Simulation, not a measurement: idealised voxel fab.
process module | voxel air gaps
cross-section cut | 185 nm wide | cells 5 nm
A cross-section is a grid of square cells, given in bands from the top down. A band is one or more rows of cells.
Each band's line starts with the height of the band's top and of its bottom, in nm. Then come its materials from left to right, each with its width in nm. One material with "throughout" fills the band from edge to edge. "air" is empty space.
Height 0 is the level under which the wafer as received is all one material. The lowest band goes on downwards, as in "0 down".
A width such as "30 to 40" changes by the same amount from each row of cells to the next, from the band's top row to its bottom row.
"no change" after a step means that no cell of the cross-section changed.
closed voids: empty space of 8 cells or more with no open way to the top, each as width x height at its distance from the left edge, in nm
after a step's settings: what the simulator itself notes on the step
overlay nm, on a step with a mask: how far to the right of its planned place the mask lay; to the left if negative
plan
1 op RECEIVE | material Si
2 op CONFORMAL_DEP | material SiO2 | thk nm 10
3 op CONFORMAL_DEP | material SiN | thk nm 5
4 op DIRECTIONAL_DEP | material lowk | thk nm 40
5 op PATTERN | tone open | mask id LINES | material resist | width nm 15 | pitch nm 40 | thk nm 15 | overlay nm 0
6 op DIRECTIONAL_ETCH | etch materials lowk | depth nm 40
7 op STRIP | etch materials resist
8 op CONFORMAL_DEP | material TiN | thk nm 5
9 op FILL_DEP | material Ru | thk nm 10
10 op CMP | height nm 55
11 op EPI | material Ru | thk nm 10
12 op SELECTIVE_ETCH | etch materials lowk | depth nm 50
13 op CONFORMAL_DEP | material SiCN | thk nm 5
first wafer, as planned
as received, after step 1
  0 down: Si throughout
  closed voids: none
after step 2
  10 to 0: SiO2 throughout
  below 0: unchanged
after step 3
  15 to 10: SiN throughout
  below 10: unchanged
after step 4
  55 to 15: lowk throughout
  below 15: unchanged
after step 5
  70 to 55: resist 45 | air 15 | resist 25 | air 15 | resist 25 | air 15 | resist 45
  below 55: unchanged
after step 6
  70 to 55: resist 45 | air 15 | resist 25 | air 15 | resist 25 | air 15 | resist 45
  55 to 15: lowk 45 | air 15 | lowk 25 | air 15 | lowk 25 | air 15 | lowk 45
  below 15: unchanged
after step 7
  55 to 15: lowk 45 | air 15 | lowk 25 | air 15 | lowk 25 | air 15 | lowk 45
  below 15: unchanged
after step 8
  60 to 55: TiN 50 | air 5 | TiN 35 | air 5 | TiN 35 | air 5 | TiN 50
  55 to 20: lowk 45 | TiN 5 | air 5 | TiN 5 | lowk 25 | TiN 5 | air 5 | TiN 5 | lowk 25 | TiN 5 | air 5 | TiN 5 | lowk 45
  20 to 15: lowk 45 | TiN 15 | lowk 25 | TiN 15 | lowk 25 | TiN 15 | lowk 45
  below 15: unchanged
after step 9
  70 to 60: Ru throughout
  60 to 55: TiN 50 | Ru 5 | TiN 35 | Ru 5 | TiN 35 | Ru 5 | TiN 50
  55 to 20: lowk 45 | TiN 5 | Ru 5 | TiN 5 | lowk 25 | TiN 5 | Ru 5 | TiN 5 | lowk 25 | TiN 5 | Ru 5 | TiN 5 | lowk 45
  below 20: unchanged
after step 10
  55 to 20: lowk 45 | TiN 5 | Ru 5 | TiN 5 | lowk 25 | TiN 5 | Ru 5 | TiN 5 | lowk 25 | TiN 5 | Ru 5 | TiN 5 | lowk 45
  below 20: unchanged
after step 11
  65 to 55: air 35 | Ru 35 | air 5 | Ru 35 | air 5 | Ru 35 | air 35
  below 55: unchanged
after step 12
  65 to 55: air 35 | Ru 35 | air 5 | Ru 35 | air 5 | Ru 35 | air 35
  55 to 20: air 45 | TiN 5 | Ru 5 | TiN 5 | air 25 | TiN 5 | Ru 5 | TiN 5 | air 25 | TiN 5 | Ru 5 | TiN 5 | air 45
  20 to 15: air 45 | TiN 15 | air 25 | TiN 15 | air 25 | TiN 15 | air 45
  below 15: unchanged
after step 13
  70 to 65: air 30 | SiCN 125 | air 30
  65 to 55: air 30 | SiCN 5 | Ru 35 | SiCN 5 | Ru 35 | SiCN 5 | Ru 35 | SiCN 5 | air 30
  55 to 50: air 30 | SiCN 15 | TiN 5 | Ru 5 | TiN 5 | SiCN 25 | TiN 5 | Ru 5 | TiN 5 | SiCN 25 | TiN 5 | Ru 5 | TiN 5 | SiCN 15 | air 30
  50 to 20: air 40 | SiCN 5 | TiN 5 | Ru 5 | TiN 5 | SiCN 5 | air 15 | SiCN 5 | TiN 5 | Ru 5 | TiN 5 | SiCN 5 | air 15 | SiCN 5 | TiN 5 | Ru 5 | TiN 5 | SiCN 5 | air 40
  20 to 15: SiCN 45 | TiN 15 | SiCN 25 | TiN 15 | SiCN 25 | TiN 15 | SiCN 45
  below 15: unchanged
  closed voids: 15 x 30 at 65; 15 x 30 at 105
second wafer: like start, like plan, one mistake. Through step 2 it matches the first wafer
when step 3 should have ended
  50 to 10: lowk throughout
  below 10: unchanged
when step 4 should have ended
  55 to 50: SiN throughout
  below 50: unchanged
when step 5 should have ended
  70 to 55: resist 45 | air 15 | resist 25 | air 15 | resist 25 | air 15 | resist 45
  below 55: unchanged
when step 6 should have ended: no change
when step 7 should have ended
  55 to 50: SiN throughout
  below 50: unchanged
when step 8 should have ended
  60 to 55: TiN throughout
  below 55: unchanged
when step 9 should have ended
  70 to 60: Ru throughout
  below 60: unchanged
when step 10 should have ended
  55 to 50: SiN throughout
  below 50: unchanged
when step 11 should have ended: no change
when step 12 should have ended: no change
when step 13 should have ended
  60 to 55: SiCN throughout
  below 55: unchanged
what went wrong: steps 3 and 4 were swapped
at the end the second wafer has, in cells: 63 fewer of Ru | 76 fewer of SiCN | 51 fewer of TiN | 296 more of lowk
closed voids at the end (first wafer, second wafer): 2, 0
